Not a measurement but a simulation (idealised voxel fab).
A process module follows: voxel transistor to metal.
Pictured: cross-section cut, 195 nm wide, on a grid of 5 nm square cells.
Throughout this document, each cross-section is represented as a grid of square cells and is presented as a sequence of bands enumerated from the top downward, where a band comprises one or more rows of cells. Heights first: top, then bottom, in nm. Then materials, left to right, each with a width in nm. "throughout" on a single material: fills the band edge to edge. "blank": empty space. Heights are expressed relative to 0, this being the level below which the as-received wafer comprises one material exclusively. The lowest band is unbounded in the downward direction and is denoted as in "from 0 down". Graded width ("30..40"): value in top row of band = first number; value in bottom row = second number; row-to-row change constant. "no change occurred" means the step left every cell of the cross-section as it was. "Enclosed cavity list" lists enclosed empty spaces (at least 8 cells, no open path upward to the top), each as width x height at distance from the left edge, in nm. It should be noted that, on the line of a given step, the content following the step's settings is a remark produced by the simulator itself with respect to that step. The setting "overlay nm" may be written on the line of a step. When the step uses a mask, the value reports how far to the right of the planned place the mask lay, and a negative value reports that it lay to the left.

These are the steps we planned for the process
1. RECEIVE: material Si
2. OXIDIZE: depth nm 5
3. CONFORMAL_DEP: material SiN, thk nm 15
4. MASKED_ETCH: tone cover, mask id ACTIVE, width nm 105, etch materials SiN, depth nm 15, overlay nm 0
5. MASKED_ETCH: tone cover, mask id ACTIVE, width nm 105, etch materials SiO2, depth nm 5, overlay nm 0
6. MASKED_ETCH: tone cover, mask id ACTIVE, width nm 105, etch materials Si, depth nm 20, overlay nm 0
7. FILL_DEP: material SiO2, thk nm 5
8. CMP: height nm 15
9. SELECTIVE_ETCH: etch materials SiO2, depth nm 5
10. STRIP: etch materials SiN
11. SELECTIVE_ETCH: etch materials SiO2, depth nm 5
12. OXIDIZE: depth nm 5
13. DIRECTIONAL_DEP: material polySi, thk nm 25
14. DIRECTIONAL_DEP: material SiCN, thk nm 10
15. DIRECTIONAL_DEP: material aC, thk nm 15
16. PATTERN: tone cover, mask id GATE, material resist, width nm 35, thk nm 30, overlay nm 0
17. DIRECTIONAL_ETCH: etch materials aC, depth nm 15
18. STRIP: etch materials resist
19. DIRECTIONAL_ETCH: etch materials SiCN, depth nm 20
20. DIRECTIONAL_ETCH: etch materials polySi, depth nm 35
21. STRIP: etch materials aC
22. CONFORMAL_DEP: material SiN, thk nm 5
23. DIRECTIONAL_ETCH: etch materials SiN, depth nm 5
24. DIRECTIONAL_ETCH: etch materials SiO2, depth nm 5
25. DIRECTIONAL_ETCH: etch materials Si, depth nm 5
26. EPI: material pSi, thk nm 5
27. FILL_DEP: material SiO2, thk nm 5
28. CMP: height nm 20
29. STRIP: etch materials polySi
30. SELECTIVE_ETCH: etch materials SiO2, depth nm 5
31. CONFORMAL_DEP: material HfO2, thk nm 5
32. CONFORMAL_DEP: material TiN, thk nm 5
33. FILL_DEP: material W, thk nm 5
34. CMP: height nm 15
35. DIRECTIONAL_DEP: material SiO2, thk nm 10
36. PATTERN: tone open, mask id CONTACT, material resist, width nm 15, pitch nm 80, thk nm 20, overlay nm 0
37. DIRECTIONAL_ETCH: etch materials SiO2, depth nm 35
38. STRIP: etch materials resist
39. CONFORMAL_DEP: material TiN, thk nm 5
40. FILL_DEP: material Ru, thk nm 10
41. CMP: height nm 25
42. DIRECTIONAL_DEP: material TiN, thk nm 5
43. DIRECTIONAL_DEP: material Ru, thk nm 25
44. MASKED_ETCH: tone cover, mask id METAL_1, width nm 15, pitch nm 80, etch materials Ru, depth nm 25, overlay nm 0
45. MASKED_ETCH: tone cover, mask id METAL_1, width nm 15, pitch nm 80, etch materials TiN, depth nm 5, overlay nm 0
46. FILL_DEP: material SiO2, thk nm 5
47. CMP: height nm 55
48. CONFORMAL_DEP: material SiN, thk nm 5
For clarity, it should be stated that the wafers under discussion commence in an identical condition and differ with respect to the depth nm of step 12, the plan indicating the value that the first wafer had.

Cut through the first of several wafers as received, post step 1
> from 0 down = Si throughout
> Enclosed cavity list: none

Wafer rows, end of module: cells per material gained (+) or lost (-) since receipt; closed voids last
depth nm 5 | +17 HfO2 | +42 Ru | -144 Si | +51 SiN | +432 SiO2 | +47 TiN | +9 W | +14 pSi | Enclosed cavity list: none
depth nm 10 | +17 HfO2 | +42 Ru | -153 Si | +51 SiN | +455 SiO2 | +47 TiN | +9 W | Enclosed cavity list: none
depth nm 15 | +17 HfO2 | +42 Ru | -174 Si | +51 SiN | +476 SiO2 | +47 TiN | +9 W | Enclosed cavity list: none
depth nm 20 | +17 HfO2 | +42 Ru | -195 Si | +51 SiN | +497 SiO2 | +47 TiN | +9 W | Enclosed cavity list: none
